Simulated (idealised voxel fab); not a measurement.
The process module that follows is named voxel wiring stack.
In the cross-section labelled cut, the width is 300 nm and each square cell is 5 nm.
Cross-section layout: square cells on a grid; listed as bands, top to bottom; a band spans one or more cell rows. Within each band entry, the heights of the top and of the bottom of the band appear first, in that order and in nm; the materials of the band then follow from left to right, each with its corresponding width in nm. The designation "edge to edge" on a single material indicates that it fills the band from edge to edge; the designation "blank" indicates empty space. Heads up on the height convention: 0 is the point under which the incoming wafer is all one material, and the lowest band has no bottom, it just keeps going down, like "z 0 and below". So if you see something like "30->40" for the width, read it as the top row of the band sitting at the first number and the bottom row at the second, with every row in between moving by the same amount as the last. "nothing changed", as given for a step, is the statement that not any cell of the cross-section underwent a change during that step. Heads up: "Closed internal cavities" only lists the empty pockets with no open path to the top that are 8 cells or more, and it writes them as width x height at distance, distance from the left edge, in nm. Heads up: the bit after the settings on a step's line is the simulator's remark on that step. Among the settings permitted on a step's line is "overlay nm"; applied to a step with a mask, it specifies the extent to which the mask lay to the right of its planned position, whereas a negative figure signifies a position to the left.

### The process steps that were planned are listed below
1 RECEIVE,material Si
2 CONFORMAL_DEP,material SiO2,thk nm 15
3 CONFORMAL_DEP,material SiN,thk nm 5
4 DIRECTIONAL_DEP,material lowk,thk nm 25
5 DIRECTIONAL_DEP,material aC,thk nm 10
6 PATTERN,tone open,mask id METAL_1,material resist,width nm 30,pitch nm 55,thk nm 30,overlay nm 0
7 DIRECTIONAL_ETCH,etch materials aC,depth nm 10
8 STRIP,etch materials resist
9 DIRECTIONAL_ETCH,etch materials lowk,depth nm 25
10 DIRECTIONAL_ETCH,etch materials SiN,depth nm 5
11 STRIP,etch materials aC
12 CONFORMAL_DEP,material TiN,thk nm 5
13 FILL_DEP,material Cu,thk nm 5
14 CMP,height nm 45
15 CONFORMAL_DEP,material SiCN,thk nm 5
16 DIRECTIONAL_DEP,material lowk,thk nm 15
17 MASKED_ETCH,tone open,mask id PLUG_1,width nm 15,pitch nm 55,etch materials lowk,depth nm 15,overlay nm 0
18 MASKED_ETCH,tone open,mask id PLUG_1,width nm 15,pitch nm 55,etch materials SiCN,depth nm 5,overlay nm 0
19 EPI,material Ru,thk nm 10
20 EPI,material Ru,thk nm 10
21 DIRECTIONAL_DEP,material TiN,thk nm 5
22 DIRECTIONAL_DEP,material Ru,thk nm 15
23 DIRECTIONAL_DEP,material aC,thk nm 15
24 PATTERN,tone cover,mask id METAL_2,material resist,width nm 30,pitch nm 55,thk nm 35,overlay nm 0
25 DIRECTIONAL_ETCH,etch materials aC,depth nm 15
26 STRIP,etch materials resist
27 DIRECTIONAL_ETCH,etch materials Ru,depth nm 15
28 DIRECTIONAL_ETCH,etch materials TiN,depth nm 5
29 STRIP,etch materials aC
30 CONFORMAL_DEP,material SiCN,thk nm 5
31 FILL_DEP,material SiO2,thk nm 5
32 CMP,height nm 85
33 CONFORMAL_DEP,material SiCN,thk nm 5
34 DIRECTIONAL_DEP,material SiO2,thk nm 20
35 PATTERN,tone open,mask id PLUG_2,material resist,width nm 15,pitch nm 55,thk nm 15,overlay nm 0
36 DIRECTIONAL_ETCH,etch materials SiO2,depth nm 20
37 DIRECTIONAL_ETCH,etch materials SiCN,depth nm 5
38 STRIP,etch materials resist
39 CONFORMAL_DEP,material TiN,thk nm 5
40 FILL_DEP,material Ru,thk nm 10
41 CMP,height nm 110
42 CONFORMAL_DEP,material SiCN,thk nm 5
43 DIRECTIONAL_DEP,material lowk,thk nm 20
44 PATTERN,tone open,mask id METAL_3,material resist,width nm 30,pitch nm 55,thk nm 15,overlay nm 0
45 DIRECTIONAL_ETCH,etch materials lowk,depth nm 20
46 DIRECTIONAL_ETCH,etch materials SiCN,depth nm 5
47 STRIP,etch materials resist
48 CONFORMAL_DEP,material TiN,thk nm 5
49 FILL_DEP,material Ru,thk nm 5
50 CMP,height nm 135
51 CONFORMAL_DEP,material SiCN,thk nm 5
52 DIRECTIONAL_DEP,material SiO2,thk nm 20
53 DIRECTIONAL_DEP,material aC,thk nm 10
54 PATTERN,tone open,mask id PLUG_3,material resist,width nm 15,pitch nm 55,thk nm 25,overlay nm 0
55 DIRECTIONAL_ETCH,etch materials aC,depth nm 10
56 STRIP,etch materials resist
57 DIRECTIONAL_ETCH,etch materials SiO2,depth nm 20
58 DIRECTIONAL_ETCH,etch materials SiCN,depth nm 5
59 STRIP,etch materials aC
60 CONFORMAL_DEP,material TiN,thk nm 5
61 FILL_DEP,material W,thk nm 5
62 CMP,height nm 160
63 CONFORMAL_DEP,material SiCN,thk nm 5
64 DIRECTIONAL_DEP,material SiO2,thk nm 15
65 MASKED_ETCH,tone open,mask id METAL_4,width nm 30,pitch nm 55,etch materials SiO2,depth nm 15,overlay nm 0
66 MASKED_ETCH,tone open,mask id METAL_4,width nm 30,pitch nm 55,etch materials SiCN,depth nm 5,overlay nm 0
67 CONFORMAL_DEP,material TiN,thk nm 5
68 FILL_DEP,material Ru,thk nm 5
69 CMP,height nm 180
70 EPI,material Ru,thk nm 5
71 FILL_DEP,material SiCN,thk nm 5

### First wafer of two (run as planned)

### Here's what the wafer looked like in cross-section when it arrived - that's after step 1
* z 0 and below  Si edge to edge
* Closed internal cavities: none

### Presented here is a cross-section of the wafer after step 2 has been performed
* z 15 to 0  SiO2 edge to edge
* below 0: unchanged

### Presented here is a cross-section of the wafer after step 3 has been performed
* z 20 to 15  SiN edge to edge
* below 15: unchanged

### Presented here is a cross-section of the wafer after step 4 has been performed
* z 45 to 20  lowk edge to edge
* below 20: unchanged

### Presented here is a cross-section of the wafer after step 5 has been performed
* z 55 to 45  aC edge to edge
* below 45: unchanged

### Presented here is a cross-section of the wafer after step 6 has been performed
* z 85 to 55  resist (80), then blank (30), then resist (25), then blank (30), then resist (25), then blank (30), then resist (80)
* below 55: unchanged

### Presented here is a cross-section of the wafer after step 7 has been performed
* z 75 to 55  resist (80), then blank (30), then resist (25), then blank (30), then resist (25), then blank (30), then resist (80)
* z 55 to 45  aC (80), then blank (30), then aC (25), then blank (30), then aC (25), then blank (30), then aC (80)
* below 45: unchanged

### Presented here is a cross-section of the wafer after step 8 has been performed
* z 55 to 45  aC (80), then blank (30), then aC (25), then blank (30), then aC (25), then blank (30), then aC (80)
* below 45: unchanged

### Presented here is a cross-section of the wafer after step 9 has been performed
* z 55 to 45  aC (80), then blank (30), then aC (25), then blank (30), then aC (25), then blank (30), then aC (80)
* z 45 to 20  lowk (80), then blank (30), then lowk (25), then blank (30), then lowk (25), then blank (30), then lowk (80)
* below 20: unchanged

### Presented here is a cross-section of the wafer after step 10 has been performed
* z 55 to 45  aC (80), then blank (30), then aC (25), then blank (30), then aC (25), then blank (30), then aC (80)
* z 45 to 20  lowk (80), then blank (30), then lowk (25), then blank (30), then lowk (25), then blank (30), then lowk (80)
* z 20 to 15  SiN (80), then blank (30), then SiN (25), then blank (30), then SiN (25), then blank (30), then SiN (80)
* below 15: unchanged

### Presented here is a cross-section of the wafer after step 11 has been performed
* z 45 to 20  lowk (80), then blank (30), then lowk (25), then blank (30), then lowk (25), then blank (30), then lowk (80)
* below 20: unchanged

### Presented here is a cross-section of the wafer after step 12 has been performed
* z 50 to 45  TiN (85), then blank (20), then TiN (35), then blank (20), then TiN (35), then blank (20), then TiN (85)
* z 45 to 20  lowk (80), then TiN (5), then blank (20), then TiN (5), then lowk (25), then TiN (5), then blank (20), then TiN (5), then lowk (25), then TiN (5), then blank (20), then TiN (5), then lowk (80)
* z 20 to 15  SiN (80), then TiN (30), then SiN (25), then TiN (30), then SiN (25), then TiN (30), then SiN (80)
* below 15: unchanged

### Presented here is a cross-section of the wafer after step 13 has been performed
* z 55 to 50  Cu edge to edge
* z 50 to 45  TiN (85), then Cu (20), then TiN (35), then Cu (20), then TiN (35), then Cu (20), then TiN (85)
* z 45 to 20  lowk (80), then TiN (5), then Cu (20), then TiN (5), then lowk (25), then TiN (5), then Cu (20), then TiN (5), then lowk (25), then TiN (5), then Cu (20), then TiN (5), then lowk (80)
* below 20: unchanged

### Presented here is a cross-section of the wafer after step 14 has been performed
* z 45 to 20  lowk (80), then TiN (5), then Cu (20), then TiN (5), then lowk (25), then TiN (5), then Cu (20), then TiN (5), then lowk (25), then TiN (5), then Cu (20), then TiN (5), then lowk (80)
* below 20: unchanged

### Presented here is a cross-section of the wafer after step 15 has been performed
* z 50 to 45  SiCN edge to edge
* below 45: unchanged

### Presented here is a cross-section of the wafer after step 16 has been performed
* z 65 to 50  lowk edge to edge
* below 50: unchanged

### Presented here is a cross-section of the wafer after step 17 has been performed
* z 65 to 50  lowk (80), then blank (15), then lowk (40), then blank (15), then lowk (40), then blank (15), then lowk (95)
* below 50: unchanged

### Presented here is a cross-section of the wafer after step 18 has been performed
* z 65 to 50  lowk (80), then blank (15), then lowk (40), then blank (15), then lowk (40), then blank (15), then lowk (95)
* z 50 to 45  SiCN (80), then blank (15), then SiCN (40), then blank (15), then SiCN (40), then blank (15), then SiCN (95)
* below 45: unchanged

### Presented here is a cross-section of the wafer after step 19 has been performed
* z 65 to 55  lowk (80), then blank (15), then lowk (40), then blank (15), then lowk (40), then blank (15), then lowk (95)
* z 55 to 50  lowk (80), then Ru (15), then lowk (40), then Ru (15), then lowk (40), then Ru (15), then lowk (95)
* z 50 to 45  SiCN (80), then Ru (15), then SiCN (40), then Ru (15), then SiCN (40), then Ru (15), then SiCN (95)
* below 45: unchanged

### Presented here is a cross-section of the wafer after step 20 has been performed
* z 65 to 50  lowk (80), then Ru (15), then lowk (40), then Ru (15), then lowk (40), then Ru (15), then lowk (95)
* below 50: unchanged

### Presented here is a cross-section of the wafer after step 21 has been performed
* z 70 to 65  TiN edge to edge
* below 65: unchanged

### Presented here is a cross-section of the wafer after step 22 has been performed
* z 85 to 70  Ru edge to edge
* below 70: unchanged

### Presented here is a cross-section of the wafer after step 23 has been performed
* z 100 to 85  aC edge to edge
* below 85: unchanged

### Presented here is a cross-section of the wafer after step 24 has been performed
* z 135 to 100  blank (80), then resist (30), then blank (25), then resist (30), then blank (25), then resist (30), then blank (80)
* below 100: unchanged

### Presented here is a cross-section of the wafer after step 25 has been performed
* z 120 to 100  blank (80), then resist (30), then blank (25), then resist (30), then blank (25), then resist (30), then blank (80)
* z 100 to 85  blank (80), then aC (30), then blank (25), then aC (30), then blank (25), then aC (30), then blank (80)
* below 85: unchanged

### Presented here is a cross-section of the wafer after step 26 has been performed
* z 100 to 85  blank (80), then aC (30), then blank (25), then aC (30), then blank (25), then aC (30), then blank (80)
* below 85: unchanged

### Presented here is a cross-section of the wafer after step 27 has been performed
* z 100 to 85  blank (80), then aC (30), then blank (25), then aC (30), then blank (25), then aC (30), then blank (80)
* z 85 to 70  blank (80), then Ru (30), then blank (25), then Ru (30), then blank (25), then Ru (30), then blank (80)
* below 70: unchanged

### Presented here is a cross-section of the wafer after step 28 has been performed
* z 100 to 85  blank (80), then aC (30), then blank (25), then aC (30), then blank (25), then aC (30), then blank (80)
* z 85 to 70  blank (80), then Ru (30), then blank (25), then Ru (30), then blank (25), then Ru (30), then blank (80)
* z 70 to 65  blank (80), then TiN (30), then blank (25), then TiN (30), then blank (25), then TiN (30), then blank (80)
* below 65: unchanged

### Presented here is a cross-section of the wafer after step 29 has been performed
* z 85 to 70  blank (80), then Ru (30), then blank (25), then Ru (30), then blank (25), then Ru (30), then blank (80)
* below 70: unchanged

### Presented here is a cross-section of the wafer after step 30 has been performed
* z 90 to 85  blank (75), then SiCN (40), then blank (15), then SiCN (40), then blank (15), then SiCN (40), then blank (75)
* z 85 to 70  blank (75), then SiCN (5), then Ru (30), then SiCN (5), then blank (15), then SiCN (5), then Ru (30), then SiCN (5), then blank (15), then SiCN (5), then Ru (30), then SiCN (5), then blank (75)
* z 70 to 65  SiCN (80), then TiN (30), then SiCN (25), then TiN (30), then SiCN (25), then TiN (30), then SiCN (80)
* below 65: unchanged

### Presented here is a cross-section of the wafer after step 31 has been performed
* z 95 to 90  SiO2 edge to edge
* z 90 to 85  SiO2 (75), then SiCN (40), then SiO2 (15), then SiCN (40), then SiO2 (15), then SiCN (40), then SiO2 (75)
* z 85 to 70  SiO2 (75), then SiCN (5), then Ru (30), then SiCN (5), then SiO2 (15), then SiCN (5), then Ru (30), then SiCN (5), then SiO2 (15), then SiCN (5), then Ru (30), then SiCN (5), then SiO2 (75)
* below 70: unchanged

### Presented here is a cross-section of the wafer after step 32 has been performed
* z 85 to 70  SiO2 (75), then SiCN (5), then Ru (30), then SiCN (5), then SiO2 (15), then SiCN (5), then Ru (30), then SiCN (5), then SiO2 (15), then SiCN (5), then Ru (30), then SiCN (5), then SiO2 (75)
* below 70: unchanged

### Presented here is a cross-section of the wafer after step 33 has been performed
* z 90 to 85  SiCN edge to edge
* below 85: unchanged

### Presented here is a cross-section of the wafer after step 34 has been performed
* z 110 to 90  SiO2 edge to edge
* below 90: unchanged

### Presented here is a cross-section of the wafer after step 35 has been performed
* z 125 to 110  resist (80), then blank (15), then resist (40), then blank (15), then resist (40), then blank (15), then resist (95)
* below 110: unchanged

### Presented here is a cross-section of the wafer after step 36 has been performed
* z 125 to 110  resist (80), then blank (15), then resist (40), then blank (15), then resist (40), then blank (15), then resist (95)
* z 110 to 90  SiO2 (80), then blank (15), then SiO2 (40), then blank (15), then SiO2 (40), then blank (15), then SiO2 (95)
* below 90: unchanged

### Presented here is a cross-section of the wafer after step 37 has been performed
* z 125 to 110  resist (80), then blank (15), then resist (40), then blank (15), then resist (40), then blank (15), then resist (95)
* z 110 to 90  SiO2 (80), then blank (15), then SiO2 (40), then blank (15), then SiO2 (40), then blank (15), then SiO2 (95)
* z 90 to 85  SiCN (80), then blank (15), then SiCN (40), then blank (15), then SiCN (40), then blank (15), then SiCN (95)
* below 85: unchanged

### Presented here is a cross-section of the wafer after step 38 has been performed
* z 110 to 90  SiO2 (80), then blank (15), then SiO2 (40), then blank (15), then SiO2 (40), then blank (15), then SiO2 (95)
* below 90: unchanged

### Presented here is a cross-section of the wafer after step 39 has been performed
* z 115 to 110  TiN (85), then blank (5), then TiN (50), then blank (5), then TiN (50), then blank (5), then TiN (100)
* z 110 to 90  SiO2 (80), then TiN (5), then blank (5), then TiN (5), then SiO2 (40), then TiN (5), then blank (5), then TiN (5), then SiO2 (40), then TiN (5), then blank (5), then TiN (5), then SiO2 (95)
* z 90 to 85  SiCN (80), then TiN (15), then SiCN (40), then TiN (15), then SiCN (40), then TiN (15), then SiCN (95)
* below 85: unchanged

### Presented here is a cross-section of the wafer after step 40 has been performed
* z 125 to 115  Ru edge to edge
* z 115 to 110  TiN (85), then Ru (5), then TiN (50), then Ru (5), then TiN (50), then Ru (5), then TiN (100)
* z 110 to 90  SiO2 (80), then TiN (5), then Ru (5), then TiN (5), then SiO2 (40), then TiN (5), then Ru (5), then TiN (5), then SiO2 (40), then TiN (5), then Ru (5), then TiN (5), then SiO2 (95)
* below 90: unchanged

### Presented here is a cross-section of the wafer after step 41 has been performed
* z 110 to 90  SiO2 (80), then TiN (5), then Ru (5), then TiN (5), then SiO2 (40), then TiN (5), then Ru (5), then TiN (5), then SiO2 (40), then TiN (5), then Ru (5), then TiN (5), then SiO2 (95)
* below 90: unchanged

### Presented here is a cross-section of the wafer after step 42 has been performed
* z 115 to 110  SiCN edge to edge
* below 110: unchanged

### Presented here is a cross-section of the wafer after step 43 has been performed
* z 135 to 115  lowk edge to edge
* below 115: unchanged

### Presented here is a cross-section of the wafer after step 44 has been performed
* z 150 to 135  resist (80), then blank (30), then resist (25), then blank (30), then resist (25), then blank (30), then resist (80)
* below 135: unchanged

### Presented here is a cross-section of the wafer after step 45 has been performed
* z 150 to 135  resist (80), then blank (30), then resist (25), then blank (30), then resist (25), then blank (30), then resist (80)
* z 135 to 115  lowk (80), then blank (30), then lowk (25), then blank (30), then lowk (25), then blank (30), then lowk (80)
* below 115: unchanged

### Presented here is a cross-section of the wafer after step 46 has been performed
* z 150 to 135  resist (80), then blank (30), then resist (25), then blank (30), then resist (25), then blank (30), then resist (80)
* z 135 to 115  lowk (80), then blank (30), then lowk (25), then blank (30), then lowk (25), then blank (30), then lowk (80)
* z 115 to 110  SiCN (80), then blank (30), then SiCN (25), then blank (30), then SiCN (25), then blank (30), then SiCN (80)
* below 110: unchanged

### Presented here is a cross-section of the wafer after step 47 has been performed
* z 135 to 115  lowk (80), then blank (30), then lowk (25), then blank (30), then lowk (25), then blank (30), then lowk (80)
* below 115: unchanged

### Presented here is a cross-section of the wafer after step 48 has been performed
* z 140 to 135  TiN (85), then blank (20), then TiN (35), then blank (20), then TiN (35), then blank (20), then TiN (85)
* z 135 to 115  lowk (80), then TiN (5), then blank (20), then TiN (5), then lowk (25), then TiN (5), then blank (20), then TiN (5), then lowk (25), then TiN (5), then blank (20), then TiN (5), then lowk (80)
* z 115 to 110  SiCN (80), then TiN (30), then SiCN (25), then TiN (30), then SiCN (25), then TiN (30), then SiCN (80)
* below 110: unchanged

### Presented here is a cross-section of the wafer after step 49 has been performed
* z 145 to 140  Ru edge to edge
* z 140 to 135  TiN (85), then Ru (20), then TiN (35), then Ru (20), then TiN (35), then Ru (20), then TiN (85)
* z 135 to 115  lowk (80), then TiN (5), then Ru (20), then TiN (5), then lowk (25), then TiN (5), then Ru (20), then TiN (5), then lowk (25), then TiN (5), then Ru (20), then TiN (5), then lowk (80)
* below 115: unchanged

### Presented here is a cross-section of the wafer after step 50 has been performed
* z 135 to 115  lowk (80), then TiN (5), then Ru (20), then TiN (5), then lowk (25), then TiN (5), then Ru (20), then TiN (5), then lowk (25), then TiN (5), then Ru (20), then TiN (5), then lowk (80)
* below 115: unchanged

### Presented here is a cross-section of the wafer after step 51 has been performed
* z 140 to 135  SiCN edge to edge
* below 135: unchanged

### Presented here is a cross-section of the wafer after step 52 has been performed
* z 160 to 140  SiO2 edge to edge
* below 140: unchanged

### Presented here is a cross-section of the wafer after step 53 has been performed
* z 170 to 160  aC edge to edge
* below 160: unchanged

### Presented here is a cross-section of the wafer after step 54 has been performed
* z 195 to 170  resist (80), then blank (15), then resist (40), then blank (15), then resist (40), then blank (15), then resist (95)
* below 170: unchanged

### Presented here is a cross-section of the wafer after step 55 has been performed
* z 185 to 170  resist (80), then blank (15), then resist (40), then blank (15), then resist (40), then blank (15), then resist (95)
* z 170 to 160  aC (80), then blank (15), then aC (40), then blank (15), then aC (40), then blank (15), then aC (95)
* below 160: unchanged

### Presented here is a cross-section of the wafer after step 56 has been performed
* z 170 to 160  aC (80), then blank (15), then aC (40), then blank (15), then aC (40), then blank (15), then aC (95)
* below 160: unchanged

### Presented here is a cross-section of the wafer after step 57 has been performed
* z 170 to 160  aC (80), then blank (15), then aC (40), then blank (15), then aC (40), then blank (15), then aC (95)
* z 160 to 140  SiO2 (80), then blank (15), then SiO2 (40), then blank (15), then SiO2 (40), then blank (15), then SiO2 (95)
* below 140: unchanged

### Presented here is a cross-section of the wafer after step 58 has been performed
* z 170 to 160  aC (80), then blank (15), then aC (40), then blank (15), then aC (40), then blank (15), then aC (95)
* z 160 to 140  SiO2 (80), then blank (15), then SiO2 (40), then blank (15), then SiO2 (40), then blank (15), then SiO2 (95)
* z 140 to 135  SiCN (80), then blank (15), then SiCN (40), then blank (15), then SiCN (40), then blank (15), then SiCN (95)
* below 135: unchanged

### Presented here is a cross-section of the wafer after step 59 has been performed
* z 160 to 140  SiO2 (80), then blank (15), then SiO2 (40), then blank (15), then SiO2 (40), then blank (15), then SiO2 (95)
* below 140: unchanged

### Presented here is a cross-section of the wafer after step 60 has been performed
* z 165 to 160  TiN (85), then blank (5), then TiN (50), then blank (5), then TiN (50), then blank (5), then TiN (100)
* z 160 to 140  SiO2 (80), then TiN (5), then blank (5), then TiN (5), then SiO2 (40), then TiN (5), then blank (5), then TiN (5), then SiO2 (40), then TiN (5), then blank (5), then TiN (5), then SiO2 (95)
* z 140 to 135  SiCN (80), then TiN (15), then SiCN (40), then TiN (15), then SiCN (40), then TiN (15), then SiCN (95)
* below 135: unchanged

### Presented here is a cross-section of the wafer after step 61 has been performed
* z 170 to 165  W edge to edge
* z 165 to 160  TiN (85), then W (5), then TiN (50), then W (5), then TiN (50), then W (5), then TiN (100)
* z 160 to 140  SiO2 (80), then TiN (5), then W (5), then TiN (5), then SiO2 (40), then TiN (5), then W (5), then TiN (5), then SiO2 (40), then TiN (5), then W (5), then TiN (5), then SiO2 (95)
* below 140: unchanged

### Presented here is a cross-section of the wafer after step 62 has been performed
* z 160 to 140  SiO2 (80), then TiN (5), then W (5), then TiN (5), then SiO2 (40), then TiN (5), then W (5), then TiN (5), then SiO2 (40), then TiN (5), then W (5), then TiN (5), then SiO2 (95)
* below 140: unchanged

### Presented here is a cross-section of the wafer after step 63 has been performed
* z 165 to 160  SiCN edge to edge
* below 160: unchanged

### Presented here is a cross-section of the wafer after step 64 has been performed
* z 180 to 165  SiO2 edge to edge
* below 165: unchanged

### Presented here is a cross-section of the wafer after step 65 has been performed
* z 180 to 165  SiO2 (80), then blank (30), then SiO2 (25), then blank (30), then SiO2 (25), then blank (30), then SiO2 (80)
* below 165: unchanged

### Presented here is a cross-section of the wafer after step 66 has been performed
* z 180 to 165  SiO2 (80), then blank (30), then SiO2 (25), then blank (30), then SiO2 (25), then blank (30), then SiO2 (80)
* z 165 to 160  SiCN (80), then blank (30), then SiCN (25), then blank (30), then SiCN (25), then blank (30), then SiCN (80)
* below 160: unchanged

### Presented here is a cross-section of the wafer after step 67 has been performed
* z 185 to 180  TiN (85), then blank (20), then TiN (35), then blank (20), then TiN (35), then blank (20), then TiN (85)
* z 180 to 165  SiO2 (80), then TiN (5), then blank (20), then TiN (5), then SiO2 (25), then TiN (5), then blank (20), then TiN (5), then SiO2 (25), then TiN (5), then blank (20), then TiN (5), then SiO2 (80)
* z 165 to 160  SiCN (80), then TiN (30), then SiCN (25), then TiN (30), then SiCN (25), then TiN (30), then SiCN (80)
* below 160: unchanged

### Presented here is a cross-section of the wafer after step 68 has been performed
* z 190 to 185  Ru edge to edge
* z 185 to 180  TiN (85), then Ru (20), then TiN (35), then Ru (20), then TiN (35), then Ru (20), then TiN (85)
* z 180 to 165  SiO2 (80), then TiN (5), then Ru (20), then TiN (5), then SiO2 (25), then TiN (5), then Ru (20), then TiN (5), then SiO2 (25), then TiN (5), then Ru (20), then TiN (5), then SiO2 (80)
* below 165: unchanged

### Presented here is a cross-section of the wafer after step 69 has been performed
* z 180 to 165  SiO2 (80), then TiN (5), then Ru (20), then TiN (5), then SiO2 (25), then TiN (5), then Ru (20), then TiN (5), then SiO2 (25), then TiN (5), then Ru (20), then TiN (5), then SiO2 (80)
* below 165: unchanged

### Presented here is a cross-section of the wafer after step 70 has been performed
* z 185 to 180  blank (75), then Ru (40), then blank (15), then Ru (40), then blank (15), then Ru (40), then blank (75)
* below 180: unchanged

### Presented here is a cross-section of the wafer after step 71 has been performed
* z 190 to 185  SiCN edge to edge
* z 185 to 180  SiCN (75), then Ru (40), then SiCN (15), then Ru (40), then SiCN (15), then Ru (40), then SiCN (75)
* below 180: unchanged

### Wafer two. Identical start, identical plan. One mistake in execution. Identical history through step 42

### Second wafer, section view, time point: scheduled end of step 43
* z 135 to 115  TiN edge to edge
* below 115: unchanged

### Second wafer, section view, time point: scheduled end of step 44
* z 150 to 135  resist (80), then blank (30), then resist (25), then blank (30), then resist (25), then blank (30), then resist (80)
* below 135: unchanged

Second wafer, section view, time point: scheduled end of step 45: nothing changed

Second wafer, section view, time point: scheduled end of step 46: nothing changed

### Second wafer, section view, time point: scheduled end of step 47
* z 135 to 115  TiN edge to edge
* below 115: unchanged

### Second wafer, section view, time point: scheduled end of step 48
* z 140 to 115  TiN edge to edge
* below 115: unchanged

### Second wafer, section view, time point: scheduled end of step 49
* z 145 to 140  Ru edge to edge
* below 140: unchanged

### Second wafer, section view, time point: scheduled end of step 50
* z 135 to 115  TiN edge to edge
* below 115: unchanged

### Second wafer, section view, time point: scheduled end of step 51
* z 140 to 135  SiCN edge to edge
* below 135: unchanged

### Second wafer, section view, time point: scheduled end of step 52
* z 160 to 140  SiO2 edge to edge
* below 140: unchanged

### Second wafer, section view, time point: scheduled end of step 53
* z 170 to 160  aC edge to edge
* below 160: unchanged

### Second wafer, section view, time point: scheduled end of step 54
* z 195 to 170  resist (80), then blank (15), then resist (40), then blank (15), then resist (40), then blank (15), then resist (95)
* below 170: unchanged

### Second wafer, section view, time point: scheduled end of step 55
* z 185 to 170  resist (80), then blank (15), then resist (40), then blank (15), then resist (40), then blank (15), then resist (95)
* z 170 to 160  aC (80), then blank (15), then aC (40), then blank (15), then aC (40), then blank (15), then aC (95)
* below 160: unchanged

### Second wafer, section view, time point: scheduled end of step 56
* z 170 to 160  aC (80), then blank (15), then aC (40), then blank (15), then aC (40), then blank (15), then aC (95)
* below 160: unchanged

### Second wafer, section view, time point: scheduled end of step 57
* z 170 to 160  aC (80), then blank (15), then aC (40), then blank (15), then aC (40), then blank (15), then aC (95)
* z 160 to 140  SiO2 (80), then blank (15), then SiO2 (40), then blank (15), then SiO2 (40), then blank (15), then SiO2 (95)
* below 140: unchanged

### Second wafer, section view, time point: scheduled end of step 58
* z 170 to 160  aC (80), then blank (15), then aC (40), then blank (15), then aC (40), then blank (15), then aC (95)
* z 160 to 140  SiO2 (80), then blank (15), then SiO2 (40), then blank (15), then SiO2 (40), then blank (15), then SiO2 (95)
* z 140 to 135  SiCN (80), then blank (15), then SiCN (40), then blank (15), then SiCN (40), then blank (15), then SiCN (95)
* below 135: unchanged

### Second wafer, section view, time point: scheduled end of step 59
* z 160 to 140  SiO2 (80), then blank (15), then SiO2 (40), then blank (15), then SiO2 (40), then blank (15), then SiO2 (95)
* below 140: unchanged

### Second wafer, section view, time point: scheduled end of step 60
* z 165 to 160  TiN (85), then blank (5), then TiN (50), then blank (5), then TiN (50), then blank (5), then TiN (100)
* z 160 to 140  SiO2 (80), then TiN (5), then blank (5), then TiN (5), then SiO2 (40), then TiN (5), then blank (5), then TiN (5), then SiO2 (40), then TiN (5), then blank (5), then TiN (5), then SiO2 (95)
* z 140 to 135  SiCN (80), then TiN (15), then SiCN (40), then TiN (15), then SiCN (40), then TiN (15), then SiCN (95)
* below 135: unchanged

### Second wafer, section view, time point: scheduled end of step 61
* z 170 to 165  W edge to edge
* z 165 to 160  TiN (85), then W (5), then TiN (50), then W (5), then TiN (50), then W (5), then TiN (100)
* z 160 to 140  SiO2 (80), then TiN (5), then W (5), then TiN (5), then SiO2 (40), then TiN (5), then W (5), then TiN (5), then SiO2 (40), then TiN (5), then W (5), then TiN (5), then SiO2 (95)
* below 140: unchanged

### Second wafer, section view, time point: scheduled end of step 62
* z 160 to 140  SiO2 (80), then TiN (5), then W (5), then TiN (5), then SiO2 (40), then TiN (5), then W (5), then TiN (5), then SiO2 (40), then TiN (5), then W (5), then TiN (5), then SiO2 (95)
* below 140: unchanged

### Second wafer, section view, time point: scheduled end of step 63
* z 165 to 160  SiCN edge to edge
* below 160: unchanged

### Second wafer, section view, time point: scheduled end of step 64
* z 180 to 165  SiO2 edge to edge
* below 165: unchanged

### Second wafer, section view, time point: scheduled end of step 65
* z 180 to 165  SiO2 (80), then blank (30), then SiO2 (25), then blank (30), then SiO2 (25), then blank (30), then SiO2 (80)
* below 165: unchanged

### Second wafer, section view, time point: scheduled end of step 66
* z 180 to 165  SiO2 (80), then blank (30), then SiO2 (25), then blank (30), then SiO2 (25), then blank (30), then SiO2 (80)
* z 165 to 160  SiCN (80), then blank (30), then SiCN (25), then blank (30), then SiCN (25), then blank (30), then SiCN (80)
* below 160: unchanged

### Second wafer, section view, time point: scheduled end of step 67
* z 185 to 180  TiN (85), then blank (20), then TiN (35), then blank (20), then TiN (35), then blank (20), then TiN (85)
* z 180 to 165  SiO2 (80), then TiN (5), then blank (20), then TiN (5), then SiO2 (25), then TiN (5), then blank (20), then TiN (5), then SiO2 (25), then TiN (5), then blank (20), then TiN (5), then SiO2 (80)
* z 165 to 160  SiCN (80), then TiN (30), then SiCN (25), then TiN (30), then SiCN (25), then TiN (30), then SiCN (80)
* below 160: unchanged

### Second wafer, section view, time point: scheduled end of step 68
* z 190 to 185  Ru edge to edge
* z 185 to 180  TiN (85), then Ru (20), then TiN (35), then Ru (20), then TiN (35), then Ru (20), then TiN (85)
* z 180 to 165  SiO2 (80), then TiN (5), then Ru (20), then TiN (5), then SiO2 (25), then TiN (5), then Ru (20), then TiN (5), then SiO2 (25), then TiN (5), then Ru (20), then TiN (5), then SiO2 (80)
* below 165: unchanged

### Second wafer, section view, time point: scheduled end of step 69
* z 180 to 165  SiO2 (80), then TiN (5), then Ru (20), then TiN (5), then SiO2 (25), then TiN (5), then Ru (20), then TiN (5), then SiO2 (25), then TiN (5), then Ru (20), then TiN (5), then SiO2 (80)
* below 165: unchanged

### Second wafer, section view, time point: scheduled end of step 70
* z 185 to 180  blank (75), then Ru (40), then blank (15), then Ru (40), then blank (15), then Ru (40), then blank (75)
* below 180: unchanged

### Second wafer, section view, time point: scheduled end of step 71
* z 190 to 185  SiCN edge to edge
* z 185 to 180  SiCN (75), then Ru (40), then SiCN (15), then Ru (40), then SiCN (15), then Ru (40), then SiCN (75)
* below 180: unchanged
Plan not followed: step 43 ran differently from the plan; actual operation with settings: DIRECTIONAL_DEP,material TiN,thk nm 20
FYI, end of process, the second wafer has more or fewer cells of some materials than the first: 48 fewer of Ru, 18 more of SiCN, 198 more of TiN, 168 fewer of lowk
